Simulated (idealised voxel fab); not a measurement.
The following is a process module called voxel gate over fins.
For reference, the cross-section in this document is cut, with width 270 nm and square cells of 5 nm.
Cross-section, as written here: a square-cell grid given band by band from the top down, where a band holds one or more rows of cells.
What a band's entry tells you: where the top is and where the bottom is, as heights in nm, and after that what lies inside, material by material from left to right, each with its width in nm. Empty space is written as the word "air", and a single material marked with the word "edge to edge" occupies the band from edge to edge.
Note: height 0 marks the level under which the wafer is uniformly one material as received. Lowest band unbounded below, written "0 nm and below".
Quick explanation for "30->40": the width changes in equal steps down the rows of cells, from the first number in the band's top row to the second number in its bottom row.
Given "stayed the same" for a step, no cell of the cross-section differs between before and after that step.
For the entry "Closed void list", the listed items are empty spaces with no open way to the top whose size is 8 cells or more; each item follows the pattern width x height at distance, where distance is from the left edge and all three are in nm.
Anything after a step's settings on that line? It's the simulator's own note about the step.
What "overlay nm" on a step's line means: if the step has a mask, that mask lay this far to the right of its planned place, or, when the value is negative, to the left.

Listed below are the process steps as planned
1 RECEIVE, material Si
2 CONFORMAL_DEP, material SiN, thk nm 10
3 MASKED_ETCH, tone cover, mask id FINS, width nm 15, pitch nm 45, etch materials SiN, depth nm 10, overlay nm 0
4 MASKED_ETCH, tone cover, mask id FINS, width nm 15, pitch nm 45, etch materials Si, depth nm 35, overlay nm 0
5 FILL_DEP, material SiO2, thk nm 15
6 CMP, height nm 10
7 SELECTIVE_ETCH, etch materials SiO2, depth nm 20
8 STRIP, etch materials SiN
9 CONFORMAL_DEP, material HfO2, thk nm 5
10 CONFORMAL_DEP, material TiN, thk nm 5
11 FILL_DEP, material W, thk nm 10
12 CMP, height nm 15
13 CONFORMAL_DEP, material SiCN, thk nm 5

The first wafer of two, processed as planned

Delivered wafer in cross-section: state after step 1
    0 nm and below = Si edge to edge
    Closed void list: none

After step 2, in cross-section
    10 nm to 0 nm = SiN edge to edge
    Below 0, the layers are the same as they were.

After step 3, in cross-section
    10 nm to 0 nm = air: 60, SiN: 15, air: 30, SiN: 15, air: 30, SiN: 15, air: 30, SiN: 15, air: 60
    Below 0, the layers are the same as they were.

After step 4, in cross-section
    10 nm to 0 nm = air: 60, SiN: 15, air: 30, SiN: 15, air: 30, SiN: 15, air: 30, SiN: 15, air: 60
    0 nm to -35 nm = air: 60, Si: 15, air: 30, Si: 15, air: 30, Si: 15, air: 30, Si: 15, air: 60
    Below -35, the layers are the same as they were.

After step 5, in cross-section
    25 nm to 10 nm = SiO2 edge to edge
    10 nm to 0 nm = SiO2: 60, SiN: 15, SiO2: 30, SiN: 15, SiO2: 30, SiN: 15, SiO2: 30, SiN: 15, SiO2: 60
    0 nm to -35 nm = SiO2: 60, Si: 15, SiO2: 30, Si: 15, SiO2: 30, Si: 15, SiO2: 30, Si: 15, SiO2: 60
    Below -35, the layers are the same as they were.

After step 6, in cross-section
    10 nm to 0 nm = SiO2: 60, SiN: 15, SiO2: 30, SiN: 15, SiO2: 30, SiN: 15, SiO2: 30, SiN: 15, SiO2: 60
    Below 0, the layers are the same as they were.

After step 7, in cross-section
    10 nm to 0 nm = air: 60, SiN: 15, air: 30, SiN: 15, air: 30, SiN: 15, air: 30, SiN: 15, air: 60
    0 nm to -10 nm = air: 60, Si: 15, air: 30, Si: 15, air: 30, Si: 15, air: 30, Si: 15, air: 60
    Below -10, the layers are the same as they were.

After step 8, in cross-section
    0 nm to -10 nm = air: 60, Si: 15, air: 30, Si: 15, air: 30, Si: 15, air: 30, Si: 15, air: 60
    Below -10, the layers are the same as they were.

After step 9, in cross-section
    5 nm to 0 nm = air: 55, HfO2: 25, air: 20, HfO2: 25, air: 20, HfO2: 25, air: 20, HfO2: 25, air: 55
    0 nm to -5 nm = air: 55, HfO2: 5, Si: 15, HfO2: 5, air: 20, HfO2: 5, Si: 15, HfO2: 5, air: 20, HfO2: 5, Si: 15, HfO2: 5, air: 20, HfO2: 5, Si: 15, HfO2: 5, air: 55
    -5 nm to -10 nm = HfO2: 60, Si: 15, HfO2: 30, Si: 15, HfO2: 30, Si: 15, HfO2: 30, Si: 15, HfO2: 60
    Below -10, the layers are the same as they were.

After step 10, in cross-section
    10 nm to 5 nm = air: 50, TiN: 35, air: 10, TiN: 35, air: 10, TiN: 35, air: 10, TiN: 35, air: 50
    5 nm to 0 nm = air: 50, TiN: 5, HfO2: 25, TiN: 5, air: 10, TiN: 5, HfO2: 25, TiN: 5, air: 10, TiN: 5, HfO2: 25, TiN: 5, air: 10, TiN: 5, HfO2: 25, TiN: 5, air: 50
    0 nm to -5 nm = TiN: 55, HfO2: 5, Si: 15, HfO2: 5, TiN: 20, HfO2: 5, Si: 15, HfO2: 5, TiN: 20, HfO2: 5, Si: 15, HfO2: 5, TiN: 20, HfO2: 5, Si: 15, HfO2: 5, TiN: 55
    Below -5, the layers are the same as they were.

After step 11, in cross-section
    20 nm to 10 nm = W edge to edge
    10 nm to 5 nm = W: 50, TiN: 35, W: 10, TiN: 35, W: 10, TiN: 35, W: 10, TiN: 35, W: 50
    5 nm to 0 nm = W: 50, TiN: 5, HfO2: 25, TiN: 5, W: 10, TiN: 5, HfO2: 25, TiN: 5, W: 10, TiN: 5, HfO2: 25, TiN: 5, W: 10, TiN: 5, HfO2: 25, TiN: 5, W: 50
    Below 0, the layers are the same as they were.

After step 12, in cross-section
    15 nm to 10 nm = W edge to edge
    Below 10, the layers are the same as they were.

After step 13, in cross-section
    20 nm to 15 nm = SiCN edge to edge
    Below 15, the layers are the same as they were.

The second wafer was prepared from the same starting point and under the same plan as the first; its processing contained one mistake, and it remains indistinguishable from the first wafer up to and including step 3

Cross-section of the second wafer at the time step 4 of the plan should have ended
    10 nm to 0 nm = air: 60, SiN: 15, air: 30, SiN: 15, air: 30, SiN: 15, air: 30, SiN: 15, air: 60
    0 nm to -70 nm = air: 60, Si: 15, air: 30, Si: 15, air: 30, Si: 15, air: 30, Si: 15, air: 60
    Below -70, the layers are the same as they were.

Cross-section of the second wafer at the time step 5 of the plan should have ended
    25 nm to 10 nm = SiO2 edge to edge
    10 nm to 0 nm = SiO2: 60, SiN: 15, SiO2: 30, SiN: 15, SiO2: 30, SiN: 15, SiO2: 30, SiN: 15, SiO2: 60
    0 nm to -70 nm = SiO2: 60, Si: 15, SiO2: 30, Si: 15, SiO2: 30, Si: 15, SiO2: 30, Si: 15, SiO2: 60
    Below -70, the layers are the same as they were.

Cross-section of the second wafer at the time step 6 of the plan should have ended
    10 nm to 0 nm = SiO2: 60, SiN: 15, SiO2: 30, SiN: 15, SiO2: 30, SiN: 15, SiO2: 30, SiN: 15, SiO2: 60
    Below 0, the layers are the same as they were.

Cross-section of the second wafer at the time step 7 of the plan should have ended
    10 nm to 0 nm = air: 60, SiN: 15, air: 30, SiN: 15, air: 30, SiN: 15, air: 30, SiN: 15, air: 60
    0 nm to -10 nm = air: 60, Si: 15, air: 30, Si: 15, air: 30, Si: 15, air: 30, Si: 15, air: 60
    Below -10, the layers are the same as they were.

Cross-section of the second wafer at the time step 8 of the plan should have ended
    0 nm to -10 nm = air: 60, Si: 15, air: 30, Si: 15, air: 30, Si: 15, air: 30, Si: 15, air: 60
    Below -10, the layers are the same as they were.

Cross-section of the second wafer at the time step 9 of the plan should have ended
    5 nm to 0 nm = air: 55, HfO2: 25, air: 20, HfO2: 25, air: 20, HfO2: 25, air: 20, HfO2: 25, air: 55
    0 nm to -5 nm = air: 55, HfO2: 5, Si: 15, HfO2: 5, air: 20, HfO2: 5, Si: 15, HfO2: 5, air: 20, HfO2: 5, Si: 15, HfO2: 5, air: 20, HfO2: 5, Si: 15, HfO2: 5, air: 55
    -5 nm to -10 nm = HfO2: 60, Si: 15, HfO2: 30, Si: 15, HfO2: 30, Si: 15, HfO2: 30, Si: 15, HfO2: 60
    Below -10, the layers are the same as they were.

Cross-section of the second wafer at the time step 10 of the plan should have ended
    10 nm to 5 nm = air: 50, TiN: 35, air: 10, TiN: 35, air: 10, TiN: 35, air: 10, TiN: 35, air: 50
    5 nm to 0 nm = air: 50, TiN: 5, HfO2: 25, TiN: 5, air: 10, TiN: 5, HfO2: 25, TiN: 5, air: 10, TiN: 5, HfO2: 25, TiN: 5, air: 10, TiN: 5, HfO2: 25, TiN: 5, air: 50
    0 nm to -5 nm = TiN: 55, HfO2: 5, Si: 15, HfO2: 5, TiN: 20, HfO2: 5, Si: 15, HfO2: 5, TiN: 20, HfO2: 5, Si: 15, HfO2: 5, TiN: 20, HfO2: 5, Si: 15, HfO2: 5, TiN: 55
    Below -5, the layers are the same as they were.

Cross-section of the second wafer at the time step 11 of the plan should have ended
    20 nm to 10 nm = W edge to edge
    10 nm to 5 nm = W: 50, TiN: 35, W: 10, TiN: 35, W: 10, TiN: 35, W: 10, TiN: 35, W: 50
    5 nm to 0 nm = W: 50, TiN: 5, HfO2: 25, TiN: 5, W: 10, TiN: 5, HfO2: 25, TiN: 5, W: 10, TiN: 5, HfO2: 25, TiN: 5, W: 10, TiN: 5, HfO2: 25, TiN: 5, W: 50
    Below 0, the layers are the same as they were.

Cross-section of the second wafer at the time step 12 of the plan should have ended
    15 nm to 10 nm = W edge to edge
    Below 10, the layers are the same as they were.

Cross-section of the second wafer at the time step 13 of the plan should have ended
    20 nm to 15 nm = SiCN edge to edge
    Below 15, the layers are the same as they were.
What was done differently from what was planned? plan step 4 ran twice
End of process, cell counts, second wafer against first, materials with more or fewer: Si -294 | SiO2 +294
